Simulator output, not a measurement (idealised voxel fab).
A process module follows: voxel ribs on slabs.
cross-section cut | 185 nm wide | cells 5 nm
A cross-section is written here as square cells arranged in a grid, and it is given in bands from the top down, each band taking up one or more rows of cells.
The band entry comprises the height of the band's top followed by the height of its bottom, expressed in nm, and subsequently the band's materials from left to right, each stated together with its width in nm. Where a single material is marked with the word "edge to edge", that material fills the band from edge to edge. The word "blank" represents empty space.
Zero point of the height axis is 0; under it, received wafer = one material. Lowest band: continues down indefinitely, "0 and below".
You'd read "30..40" like this: the band's top row of cells is as wide as the first number, its bottom row is as wide as the second, and going down, every row changes width by the same amount as the row before did.
Any step labelled "all unchanged" changed none of the cells in the cross-section.
Basically, "Voids, sealed" tells you about the enclosed voids: empty spaces with no open way to the top, 8 cells or bigger, each written width x height at distance, where distance is from the left edge, all in nm.
after a step's settings: what the simulator itself notes on the step
overlay nm, on a step with a mask: how far to the right of its planned place the mask lay; to the left if negative
PROCESS STEPS FORESEEN IN THE PLAN
1,RECEIVE with material Si
2,DIRECTIONAL_DEP with material SiO2, thk nm 30
3,DIRECTIONAL_DEP with material SiN, thk nm 15
4,DIRECTIONAL_DEP with material aC, thk nm 15
5,PATTERN with tone cover, mask id RIB, material resist, width nm 30, thk nm 35, overlay nm 0
6,DIRECTIONAL_ETCH with etch materials aC, depth nm 15
7,STRIP with etch materials resist
8,DIRECTIONAL_ETCH with etch materials SiN, depth nm 5
9,STRIP with etch materials aC
10,DIRECTIONAL_DEP with material aC, thk nm 10
11,PATTERN with tone cover, mask id SLAB, material resist, width nm 80, thk nm 30, overlay nm 0
12,DIRECTIONAL_ETCH with etch materials aC, depth nm 10
13,STRIP with etch materials resist
14,DIRECTIONAL_ETCH with etch materials SiN, depth nm 10
15,STRIP with etch materials aC
16,FILL_DEP with material SiO2, thk nm 15
17,CMP with height nm 55
18,DIRECTIONAL_DEP with material W, thk nm 10
19,MASKED_ETCH with tone cover, mask id HEATER, width nm 40, etch materials W, depth nm 10, overlay nm 0
20,CONFORMAL_DEP with material SiN, thk nm 10
FIRST OF TWO WAFERS, PROCESSED ACCORDING TO PLAN
WAFER AT RECEIPT (POST STEP 1), CROSS-SECTION
  0 and below | Si edge to edge
  Voids, sealed: none
TAKE A LOOK AT THE WAFER'S CROSS-SECTION AFTER STEP 2
  30 down to 0 | SiO2 edge to edge
  Unchanged below 0.
TAKE A LOOK AT THE WAFER'S CROSS-SECTION AFTER STEP 3
  45 down to 30 | SiN edge to edge
  Unchanged below 30.
TAKE A LOOK AT THE WAFER'S CROSS-SECTION AFTER STEP 4
  60 down to 45 | aC edge to edge
  Unchanged below 45.
TAKE A LOOK AT THE WAFER'S CROSS-SECTION AFTER STEP 5
  95 down to 60 | blank (75), then resist (30), then blank (80)
  Unchanged below 60.
TAKE A LOOK AT THE WAFER'S CROSS-SECTION AFTER STEP 6
  80 down to 60 | blank (75), then resist (30), then blank (80)
  60 down to 45 | blank (75), then aC (30), then blank (80)
  Unchanged below 45.
TAKE A LOOK AT THE WAFER'S CROSS-SECTION AFTER STEP 7
  60 down to 45 | blank (75), then aC (30), then blank (80)
  Unchanged below 45.
TAKE A LOOK AT THE WAFER'S CROSS-SECTION AFTER STEP 8
  60 down to 45 | blank (75), then aC (30), then blank (80)
  45 down to 40 | blank (75), then SiN (30), then blank (80)
  Unchanged below 40.
TAKE A LOOK AT THE WAFER'S CROSS-SECTION AFTER STEP 9
  45 down to 40 | blank (75), then SiN (30), then blank (80)
  Unchanged below 40.
TAKE A LOOK AT THE WAFER'S CROSS-SECTION AFTER STEP 10
  55 down to 50 | blank (75), then aC (30), then blank (80)
  50 down to 45 | aC edge to edge
  45 down to 40 | aC (75), then SiN (30), then aC (80)
  Unchanged below 40.
TAKE A LOOK AT THE WAFER'S CROSS-SECTION AFTER STEP 11
  85 down to 55 | blank (50), then resist (80), then blank (55)
  55 down to 50 | blank (50), then resist (25), then aC (30), then resist (25), then blank (55)
  Unchanged below 50.
TAKE A LOOK AT THE WAFER'S CROSS-SECTION AFTER STEP 12
  75 down to 55 | blank (50), then resist (80), then blank (55)
  55 down to 50 | blank (50), then resist (25), then aC (30), then resist (25), then blank (55)
  50 down to 45 | blank (50), then aC (80), then blank (55)
  45 down to 40 | blank (50), then aC (25), then SiN (30), then aC (25), then blank (55)
  Unchanged below 40.
TAKE A LOOK AT THE WAFER'S CROSS-SECTION AFTER STEP 13
  55 down to 45 | blank (75..50), then aC (30..80), then blank (80..55)
  Unchanged below 45.
TAKE A LOOK AT THE WAFER'S CROSS-SECTION AFTER STEP 14
  55 down to 45 | blank (75..50), then aC (30..80), then blank (80..55)
  45 down to 40 | blank (50), then aC (25), then SiN (30), then aC (25), then blank (55)
  40 down to 30 | blank (50), then SiN (80), then blank (55)
  Unchanged below 30.
TAKE A LOOK AT THE WAFER'S CROSS-SECTION AFTER STEP 15
  45 down to 40 | blank (75), then SiN (30), then blank (80)
  Unchanged below 40.
TAKE A LOOK AT THE WAFER'S CROSS-SECTION AFTER STEP 16
  60 down to 45 | SiO2 edge to edge
  45 down to 40 | SiO2 (75), then SiN (30), then SiO2 (80)
  40 down to 30 | SiO2 (50), then SiN (80), then SiO2 (55)
  Unchanged below 30.
TAKE A LOOK AT THE WAFER'S CROSS-SECTION AFTER STEP 17
  55 down to 45 | SiO2 edge to edge
  Unchanged below 45.
TAKE A LOOK AT THE WAFER'S CROSS-SECTION AFTER STEP 18
  65 down to 55 | W edge to edge
  Unchanged below 55.
TAKE A LOOK AT THE WAFER'S CROSS-SECTION AFTER STEP 19
  65 down to 55 | blank (70), then W (40), then blank (75)
  Unchanged below 55.
TAKE A LOOK AT THE WAFER'S CROSS-SECTION AFTER STEP 20
  75 down to 65 | blank (60), then SiN (60), then blank (65)
  65 down to 55 | SiN (70), then W (40), then SiN (75)
  Unchanged below 55.
WAFER TWO. SAME START, SAME PLAN, ONE SLIP IN EXECUTION. SAME AS WAFER ONE THROUGH STEP 19, INCLUSIVE
X-section, second wafer, when step 20 was due to finish: all unchanged
What was the processing mistake? step 20 of the plan got skipped, so it never ran
It is noted that, at the conclusion of processing, the second wafer exhibits a higher or lower cell count for certain materials relative to the first: SiN: 82 fewer
